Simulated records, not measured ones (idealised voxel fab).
Name of the process module below: voxel wiring stack
In the cross-section labelled cut, the width is 240 nm and each square cell is 5 nm.
Cross-section layout: square cells on a grid; listed as bands, top to bottom; a band spans one or more cell rows.
Top, bottom (nm), then materials left to right with widths (nm); lone material tagged "throughout" fills the whole band edge to edge; "empty" = empty space.
Height is counted from the level 0, under which the received wafer is composed throughout of one material. The lowest of the bands is not closed at the bottom but continues downward, in the notation "z 0 and below".
Per-row width for "30..40": begins at first number (top row of band), ends at second number (bottom row), increment between rows held constant.
Step note "left unchanged" = no cross-section cell changed.
Look at "Sealed void listing" for the closed voids: empty spaces with no open path to the top, sized 8 cells or up. Each is width x height at distance, distance from the left edge, all nm.
Past the settings on a step's line: simulator remark, on that step.
overlay nm: mask offset rightward from planned place, masked step; negative means leftward offset.
So here's the lineup of process steps we planned:
1,RECEIVE: material Si
2,CONFORMAL_DEP: material SiO2, thk nm 10
3,DIRECTIONAL_DEP: material TiN, thk nm 5
4,DIRECTIONAL_DEP: material Ru, thk nm 15
5,PATTERN: tone cover, mask id METAL_1, material resist, width nm 25, pitch nm 40, thk nm 15, overlay nm 0
6,DIRECTIONAL_ETCH: etch materials Ru, depth nm 15
7,DIRECTIONAL_ETCH: etch materials TiN, depth nm 5
8,STRIP: etch materials resist
9,CONFORMAL_DEP: material SiN, thk nm 5
10,FILL_DEP: material SiO2, thk nm 10
11,CMP: height nm 30
12,CONFORMAL_DEP: material SiCN, thk nm 5
13,DIRECTIONAL_DEP: material SiO2, thk nm 35
14,MASKED_ETCH: tone open, mask id METAL_2, width nm 25, pitch nm 40, etch materials SiO2, depth nm 20, overlay nm 0
15,DIRECTIONAL_DEP: material aC, thk nm 15
16,PATTERN: tone open, mask id METAL_2_HOLES, material resist, width nm 15, pitch nm 40, thk nm 30, overlay nm 0
17,DIRECTIONAL_ETCH: etch materials aC, depth nm 15
18,STRIP: etch materials resist
19,DIRECTIONAL_ETCH: etch materials SiO2, depth nm 15
20,DIRECTIONAL_ETCH: etch materials SiCN, depth nm 5
21,STRIP: etch materials aC
22,CONFORMAL_DEP: material TiN, thk nm 5
23,FILL_DEP: material Cu, thk nm 10
24,CMP: height nm 70
25,CONFORMAL_DEP: material SiCN, thk nm 5
26,DIRECTIONAL_DEP: material lowk, thk nm 20
27,PATTERN: tone open, mask id PLUG_2, material resist, width nm 15, pitch nm 80, thk nm 20, overlay nm 0
28,DIRECTIONAL_ETCH: etch materials lowk, depth nm 20
29,DIRECTIONAL_ETCH: etch materials SiCN, depth nm 5
30,STRIP: etch materials resist
31,EPI: material Ru, thk nm 10
32,EPI: material Ru, thk nm 10
33,EPI: material Ru, thk nm 5
34,DIRECTIONAL_DEP: material TiN, thk nm 5
35,DIRECTIONAL_DEP: material W, thk nm 15
36,PATTERN: tone cover, mask id METAL_3, material resist, width nm 25, pitch nm 40, thk nm 20, overlay nm 0
37,DIRECTIONAL_ETCH: etch materials W, depth nm 15
38,DIRECTIONAL_ETCH: etch materials TiN, depth nm 5
39,STRIP: etch materials resist
40,CONFORMAL_DEP: material SiCN, thk nm 5
41,FILL_DEP: material SiO2, thk nm 10
42,CMP: height nm 115
43,CONFORMAL_DEP: material SiCN, thk nm 5
Here's what the wafer looked like in cross-section when it arrived - that's after step 1:
- z 0 and below | Si throughout
- Sealed void listing: none
The first of two wafers, cross-sectioned at the end of the module, with the run proceeding as planned:
- z 120 to 115 | SiCN throughout
- z 115 to 100 | SiO2=40, then SiCN=5, then W=25, then SiCN=5, then SiO2=5, then SiCN=5, then W=25, then SiCN=5, then SiO2=5, then SiCN=5, then W=25, then SiCN=5, then SiO2=5, then SiCN=5, then W=25, then SiCN=5, then SiO2=45
- z 100 to 95 | SiCN=45, then TiN=25, then SiCN=15, then TiN=25, then SiCN=15, then TiN=25, then SiCN=15, then TiN=25, then SiCN=50
- z 95 to 75 | lowk=45, then Ru=15, then lowk=65, then Ru=15, then lowk=100
- z 75 to 70 | SiCN=45, then Ru=15, then SiCN=65, then Ru=15, then SiCN=100
- z 70 to 55 | SiO2=45, then TiN=5, then Cu=15, then TiN=5, then SiO2=15, then TiN=5, then Cu=15, then TiN=5, then SiO2=15, then TiN=5, then Cu=15, then TiN=5, then SiO2=15, then TiN=5, then Cu=15, then TiN=5, then SiO2=50
- z 55 to 50 | SiO2=45, then TiN=5, then Cu=5, then TiN=15, then SiO2=15, then TiN=5, then Cu=5, then TiN=15, then SiO2=15, then TiN=5, then Cu=5, then TiN=15, then SiO2=15, then TiN=5, then Cu=5, then TiN=15, then SiO2=50
- z 50 to 35 | SiO2=45, then TiN=5, then Cu=5, then TiN=5, then SiO2=25, then TiN=5, then Cu=5, then TiN=5, then SiO2=25, then TiN=5, then Cu=5, then TiN=5, then SiO2=25, then TiN=5, then Cu=5, then TiN=5, then SiO2=60
- z 35 to 30 | SiCN=45, then TiN=15, then SiCN=25, then TiN=15, then SiCN=25, then TiN=15, then SiCN=25, then TiN=15, then SiCN=60
- z 30 to 15 | SiO2=40, then SiN=5, then Ru=25, then SiN=5, then SiO2=5, then SiN=5, then Ru=25, then SiN=5, then SiO2=5, then SiN=5, then Ru=25, then SiN=5, then SiO2=5, then SiN=5, then Ru=25, then SiN=5, then SiO2=45
- z 15 to 10 | SiN=45, then TiN=25, then SiN=15, then TiN=25, then SiN=15, then TiN=25, then SiN=15, then TiN=25, then SiN=50
- z 10 to 0 | SiO2 throughout
- z 0 and below | Si throughout
- Sealed void listing: none
Wafer two (of two), end-of-module cross-section: start = wafer one, plan = wafer one, one run mistake:
- z 120 to 115 | SiCN throughout
- z 115 to 100 | SiO2=40, then SiCN=5, then W=25, then SiCN=5, then SiO2=5, then SiCN=5, then W=25, then SiCN=5, then SiO2=5, then SiCN=5, then W=25, then SiCN=5, then SiO2=5, then SiCN=5, then W=25, then SiCN=5, then SiO2=45
- z 100 to 95 | SiCN=45, then TiN=25, then SiCN=15, then TiN=25, then SiCN=15, then TiN=25, then SiCN=15, then TiN=25, then SiCN=50
- z 95 to 75 | lowk=40, then Ru=25, then lowk=55, then Ru=25, then lowk=95
- z 75 to 70 | SiCN=40, then Ru=25, then SiCN=55, then Ru=25, then SiCN=95
- z 70 to 55 | SiO2=45, then TiN=5, then Cu=15, then TiN=5, then SiO2=15, then TiN=5, then Cu=15, then TiN=5, then SiO2=15, then TiN=5, then Cu=15, then TiN=5, then SiO2=15, then TiN=5, then Cu=15, then TiN=5, then SiO2=50
- z 55 to 50 | SiO2=45, then TiN=5, then Cu=5, then TiN=15, then SiO2=15, then TiN=5, then Cu=5, then TiN=15, then SiO2=15, then TiN=5, then Cu=5, then TiN=15, then SiO2=15, then TiN=5, then Cu=5, then TiN=15, then SiO2=50
- z 50 to 35 | SiO2=45, then TiN=5, then Cu=5, then TiN=5, then SiO2=25, then TiN=5, then Cu=5, then TiN=5, then SiO2=25, then TiN=5, then Cu=5, then TiN=5, then SiO2=25, then TiN=5, then Cu=5, then TiN=5, then SiO2=60
- z 35 to 30 | SiCN=45, then TiN=15, then SiCN=25, then TiN=15, then SiCN=25, then TiN=15, then SiCN=25, then TiN=15, then SiCN=60
- z 30 to 15 | SiO2=40, then SiN=5, then Ru=25, then SiN=5, then SiO2=5, then SiN=5, then Ru=25, then SiN=5, then SiO2=5, then SiN=5, then Ru=25, then SiN=5, then SiO2=5, then SiN=5, then Ru=25, then SiN=5, then SiO2=45
- z 15 to 10 | SiN=45, then TiN=25, then SiN=15, then TiN=25, then SiN=15, then TiN=25, then SiN=15, then TiN=25, then SiN=50
- z 10 to 0 | SiO2 throughout
- z 0 and below | Si throughout
- Sealed void listing: none
Which mistake was made when the wafer was run? step 27 did not use the planned setting and instead ran as PATTERN: tone open, mask id PLUG_2, material resist, width nm 25, pitch nm 80, thk nm 20, overlay nm 0
Heads up, by the end the second wafer has more or fewer cells of some materials compared to the first: Ru: 20 more, SiCN: 4 fewer, lowk: 16 fewer
